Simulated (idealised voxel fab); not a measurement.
Name of the process module below: voxel ribs on slabs
170 nm wide, 5 nm square cells: that's cross-section cut.
Each cross-section below is a grid of square cells, stated as bands in top-down order, with one or more rows of cells making up each band.
First you get the band's top height and its bottom height, in nm, and then the materials it's made of, left to right, with each width in nm. If you see a single material with "everywhere", that one covers the band edge to edge. "air" is empty space.
Convention: height 0 is the level below which the wafer, as received, is all one material. The lowest band does not terminate at the bottom but continues downward, represented as "top 0, no bottom".
A width such as "30..40" changes by the same amount from each row of cells to the next, from the band's top row to its bottom row.
Any step labelled "nothing different" changed none of the cells in the cross-section.
So "Tabulated closed voids" is basically the list of trapped voids: any empty space of 8 cells or more that can't reach the top through an opening. They're written width x height at distance, the distance being from the left edge, and it's all nm.
Heads up: the bit after the settings on a step's line is the simulator's remark on that step.
overlay nm: mask offset rightward from planned place, masked step; negative means leftward offset.
THESE ARE THE STEPS WE PLANNED FOR THE PROCESS
1) RECEIVE,material Si
2) DIRECTIONAL_DEP,material SiO2,thk nm 30
3) DIRECTIONAL_DEP,material polySi,thk nm 15
4) PATTERN,tone cover,mask id RIB,material resist,width nm 25,thk nm 20,overlay nm 0
5) DIRECTIONAL_ETCH,etch materials polySi,depth nm 5
6) STRIP,etch materials resist
7) DIRECTIONAL_DEP,material aC,thk nm 15
8) PATTERN,tone cover,mask id SLAB,material resist,width nm 65,thk nm 35,overlay nm 0
9) DIRECTIONAL_ETCH,etch materials aC,depth nm 15
10) STRIP,etch materials resist
11) DIRECTIONAL_ETCH,etch materials polySi,depth nm 10
12) STRIP,etch materials aC
13) FILL_DEP,material SiO2,thk nm 25
14) CMP,height nm 60
15) DIRECTIONAL_DEP,material W,thk nm 5
16) DIRECTIONAL_DEP,material aC,thk nm 10
17) PATTERN,tone cover,mask id HEATER,material resist,width nm 35,thk nm 30,overlay nm 0
18) DIRECTIONAL_ETCH,etch materials aC,depth nm 10
19) STRIP,etch materials resist
20) DIRECTIONAL_ETCH,etch materials W,depth nm 5
21) STRIP,etch materials aC
22) CONFORMAL_DEP,material SiN,thk nm 5
SO, THE FIRST OF OUR TWO WAFERS, RUN JUST AS WE PLANNED IT
CROSS-SECTION OF THE WAFER AT RECEIPT, WHICH IS THE CONDITION AFTER STEP 1
top 0, no bottom = Si everywhere
Tabulated closed voids: none
AFTER STEP 2
top 30, bottom 0 = SiO2 everywhere
Under 0: no change, same as before.
AFTER STEP 3
top 45, bottom 30 = polySi everywhere
Under 30: no change, same as before.
AFTER STEP 4
top 65, bottom 45 = 70 nm air  25 nm resist  75 nm air
Under 45: no change, same as before.
AFTER STEP 5
top 65, bottom 45 = 70 nm air  25 nm resist  75 nm air
top 45, bottom 40 = 70 nm air  25 nm polySi  75 nm air
Under 40: no change, same as before.
AFTER STEP 6
top 45, bottom 40 = 70 nm air  25 nm polySi  75 nm air
Under 40: no change, same as before.
AFTER STEP 7
top 60, bottom 55 = 70 nm air  25 nm aC  75 nm air
top 55, bottom 45 = aC everywhere
top 45, bottom 40 = 70 nm aC  25 nm polySi  75 nm aC
Under 40: no change, same as before.
AFTER STEP 8
top 95, bottom 60 = 50 nm air  65 nm resist  55 nm air
top 60, bottom 55 = 50 nm air  20 nm resist  25 nm aC  20 nm resist  55 nm air
Under 55: no change, same as before.
AFTER STEP 9
top 80, bottom 60 = 50 nm air  65 nm resist  55 nm air
top 60, bottom 55 = 50 nm air  20 nm resist  25 nm aC  20 nm resist  55 nm air
top 55, bottom 45 = 50 nm air  65 nm aC  55 nm air
top 45, bottom 40 = 50 nm air  20 nm aC  25 nm polySi  20 nm aC  55 nm air
Under 40: no change, same as before.
AFTER STEP 10
top 60, bottom 55 = 70 nm air  25 nm aC  75 nm air
Under 55: no change, same as before.
AFTER STEP 11
top 60, bottom 55 = 70 nm air  25 nm aC  75 nm air
top 55, bottom 45 = 50 nm air  65 nm aC  55 nm air
top 45, bottom 40 = 50 nm air  20 nm aC  25 nm polySi  20 nm aC  55 nm air
top 40, bottom 30 = 50 nm air  65 nm polySi  55 nm air
Under 30: no change, same as before.
AFTER STEP 12
top 45, bottom 40 = 70 nm air  25 nm polySi  75 nm air
Under 40: no change, same as before.
AFTER STEP 13
top 70, bottom 45 = SiO2 everywhere
top 45, bottom 40 = 70 nm SiO2  25 nm polySi  75 nm SiO2
top 40, bottom 30 = 50 nm SiO2  65 nm polySi  55 nm SiO2
Under 30: no change, same as before.
AFTER STEP 14
top 60, bottom 45 = SiO2 everywhere
Under 45: no change, same as before.
AFTER STEP 15
top 65, bottom 60 = W everywhere
Under 60: no change, same as before.
AFTER STEP 16
top 75, bottom 65 = aC everywhere
Under 65: no change, same as before.
AFTER STEP 17
top 105, bottom 75 = 65 nm air  35 nm resist  70 nm air
Under 75: no change, same as before.
AFTER STEP 18
top 95, bottom 75 = 65 nm air  35 nm resist  70 nm air
top 75, bottom 65 = 65 nm air  35 nm aC  70 nm air
Under 65: no change, same as before.
AFTER STEP 19
top 75, bottom 65 = 65 nm air  35 nm aC  70 nm air
Under 65: no change, same as before.
AFTER STEP 20
top 75, bottom 65 = 65 nm air  35 nm aC  70 nm air
top 65, bottom 60 = 65 nm air  35 nm W  70 nm air
Under 60: no change, same as before.
AFTER STEP 21
top 65, bottom 60 = 65 nm air  35 nm W  70 nm air
Under 60: no change, same as before.
AFTER STEP 22
top 70, bottom 65 = 60 nm air  45 nm SiN  65 nm air
top 65, bottom 60 = 65 nm SiN  35 nm W  70 nm SiN
Under 60: no change, same as before.
WAFER TWO. SAME START, SAME PLAN, ONE SLIP IN EXECUTION. SAME AS WAFER ONE THROUGH STEP 14, INCLUSIVE
THE SECOND WAFER CUT THROUGH, AT THE TIME STEP 15 WAS SUPPOSED TO BE FINISHED
top 65, bottom 60 = SiN everywhere
Under 60: no change, same as before.
THE SECOND WAFER CUT THROUGH, AT THE TIME STEP 16 WAS SUPPOSED TO BE FINISHED
top 75, bottom 65 = aC everywhere
Under 65: no change, same as before.
THE SECOND WAFER CUT THROUGH, AT THE TIME STEP 17 WAS SUPPOSED TO BE FINISHED
top 105, bottom 75 = 65 nm air  35 nm resist  70 nm air
Under 75: no change, same as before.
THE SECOND WAFER CUT THROUGH, AT THE TIME STEP 18 WAS SUPPOSED TO BE FINISHED
top 95, bottom 75 = 65 nm air  35 nm resist  70 nm air
top 75, bottom 65 = 65 nm air  35 nm aC  70 nm air
Under 65: no change, same as before.
THE SECOND WAFER CUT THROUGH, AT THE TIME STEP 19 WAS SUPPOSED TO BE FINISHED
top 75, bottom 65 = 65 nm air  35 nm aC  70 nm air
Under 65: no change, same as before.
The second wafer cut through, at the time step 20 was supposed to be finished: nothing different
THE SECOND WAFER CUT THROUGH, AT THE TIME STEP 21 WAS SUPPOSED TO BE FINISHED
top 65, bottom 60 = SiN everywhere
Under 60: no change, same as before.
THE SECOND WAFER CUT THROUGH, AT THE TIME STEP 22 WAS SUPPOSED TO BE FINISHED
top 70, bottom 60 = SiN everywhere
Under 60: no change, same as before.
Processing error: planned and actual differ for step 15; actual: DIRECTIONAL_DEP,material SiN,thk nm 5
It is noted that, at the conclusion of processing, the second wafer exhibits a higher or lower cell count for certain materials relative to the first: 32 more of SiN; 7 fewer of W
